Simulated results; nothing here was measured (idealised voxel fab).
process module | voxel self aligned contacts
cross-section cut | 150 nm wide | cells 5 nm
A cross-section is a grid of square cells, given in bands from the top down. A band is one or more rows of cells.
Each band's line starts with the height of the band's top and of its bottom, in nm. Then come its materials from left to right, each with its width in nm. One material with "throughout" fills the band from edge to edge. "air" is empty space.
Height 0 is the level under which the wafer as received is all one material. The lowest band goes on downwards, as in "0 down".
A width such as "30 to 40" changes by the same amount from each row of cells to the next, from the band's top row to its bottom row.
"no change" after a step means that no cell of the cross-section changed.
closed voids: empty space of 8 cells or more with no open way to the top, each as width x height at its distance from the left edge, in nm
after a step's settings: what the simulator itself notes on the step
overlay nm, on a step with a mask: how far to the right of its planned place the mask lay; to the left if negative
plan
1 op RECEIVE | material Si
2 op OXIDIZE | depth nm 5
3 op DIRECTIONAL_DEP | material polySi | thk nm 20
4 op DIRECTIONAL_DEP | material SiN | thk nm 20
5 op MASKED_ETCH | tone cover | mask id GATE | width nm 35 | pitch nm 65 | etch materials SiN | depth nm 20 | overlay nm 0
6 op MASKED_ETCH | tone cover | mask id GATE | width nm 35 | pitch nm 65 | etch materials polySi | depth nm 20 | overlay nm 0
7 op CONFORMAL_DEP | material SiN | thk nm 5
8 op DIRECTIONAL_ETCH | etch materials SiN | depth nm 5
9 op FILL_DEP | material SiO2 | thk nm 20
10 op CMP | height nm 50
11 op MASKED_ETCH | tone open | mask id CONTACT | width nm 40 | etch materials SiO2 | depth nm 55 | overlay nm 0
12 op CONFORMAL_DEP | material TiN | thk nm 5
13 op FILL_DEP | material Ru | thk nm 5
14 op CMP | height nm 50
15 op CONFORMAL_DEP | material SiN | thk nm 5
varied across the wafers: depth nm of step 2. The plan shows the first wafer's value. All wafers start alike
first wafer as received, after step 1
  0 down: Si throughout
  closed voids: none
first wafer at the end, after step 15
  55 to 50: SiN throughout
  50 to 40: SiO2 55 | TiN 5 to 15 | Ru 30 to 10 | TiN 5 to 15 | SiO2 55
  40 to 20: SiO2 20 | SiN 45 | TiN 5 | Ru 10 | TiN 5 | SiN 45 | SiO2 20
  20 to 0: SiO2 20 | SiN 5 | polySi 35 | SiN 5 | TiN 5 | Ru 10 | TiN 5 | SiN 5 | polySi 35 | SiN 5 | SiO2 20
  0 to -5: SiO2 65 | TiN 20 | SiO2 65
  -5 down: Si throughout
  closed voids: none
last wafer at the end
  55 to 50: SiN throughout
  50 to 40: SiO2 55 | TiN 5 to 15 | Ru 30 to 10 | TiN 5 to 15 | SiO2 55
  40 to 20: SiO2 20 | SiN 45 | TiN 5 | Ru 10 | TiN 5 | SiN 45 | SiO2 20
  20 to 0: SiO2 20 | SiN 5 | polySi 35 | SiN 5 | TiN 5 | Ru 10 | TiN 5 | SiN 5 | polySi 35 | SiN 5 | SiO2 20
  0 to -5: SiO2 65 | TiN 20 | SiO2 65
  -5 to -20: SiO2 throughout
  -20 down: Si throughout
  closed voids: none
each wafer at the end: cells of each material gained (+) or lost (-) since it was received, then its closed voids
depth nm 5 | +24 Ru | -30 Si | +118 SiN | +134 SiO2 | +28 TiN | +56 polySi | closed voids: none
depth nm 10 | +24 Ru | -60 Si | +118 SiN | +164 SiO2 | +28 TiN | +56 polySi | closed voids: none
depth nm 15 | +24 Ru | -90 Si | +118 SiN | +194 SiO2 | +28 TiN | +56 polySi | closed voids: none
depth nm 20 | +24 Ru | -120 Si | +118 SiN | +224 SiO2 | +28 TiN | +56 polySi | closed voids: none
